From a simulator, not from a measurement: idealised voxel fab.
process module | voxel trench capacitor
cross-section cut | 215 nm wide | cells 5 nm
A cross-section is a grid of square cells, given in bands from the top down. A band is one or more rows of cells.
Each band's line starts with the height of the band's top and of its bottom, in nm. Then come its materials from left to right, each with its width in nm. One material with "throughout" fills the band from edge to edge. "air" is empty space.
Height 0 is the level under which the wafer as received is all one material. The lowest band goes on downwards, as in "0 down".
A width such as "30 to 40" changes by the same amount from each row of cells to the next, from the band's top row to its bottom row.
"no change" after a step means that no cell of the cross-section changed.
closed voids: empty space of 8 cells or more with no open way to the top, each as width x height at its distance from the left edge, in nm
after a step's settings: what the simulator itself notes on the step
overlay nm, on a step with a mask: how far to the right of its planned place the mask lay; to the left if negative
plan
1 op RECEIVE | material Si
2 op CONFORMAL_DEP | material SiN | thk nm 10
3 op DIRECTIONAL_DEP | material aC | thk nm 15
4 op PATTERN | tone open | mask id TRENCH | material resist | width nm 20 | pitch nm 50 | thk nm 30 | overlay nm 0
5 op DIRECTIONAL_ETCH | etch materials aC | depth nm 15
6 op STRIP | etch materials resist
7 op DIRECTIONAL_ETCH | etch materials SiN | depth nm 10
8 op DIRECTIONAL_ETCH | etch materials Si | depth nm 35
9 op STRIP | etch materials aC
10 op CONFORMAL_DEP | material HfO2 | thk nm 5
11 op CONFORMAL_DEP | material TiN | thk nm 5
12 op FILL_DEP | material W | thk nm 10
13 op CMP | height nm 10
varied across the wafers: width nm of step 4. The plan shows the first wafer's value. All wafers start alike
first wafer as received, after step 1
  0 down: Si throughout
  closed voids: none
each wafer at the end: cells of each material gained (+) or lost (-) since it was received, then its closed voids
width nm 20 | +80 HfO2 | -112 Si | +54 SiN | +64 TiN | closed voids: none
width nm 25 | +84 HfO2 | -140 Si | +46 SiN | +68 TiN | +28 W | closed voids: none
width nm 30 | +88 HfO2 | -168 Si | +38 SiN | +72 TiN | +56 W | closed voids: none
width nm 35 | +92 HfO2 | -196 Si | +30 SiN | +76 TiN | +84 W | closed voids: none
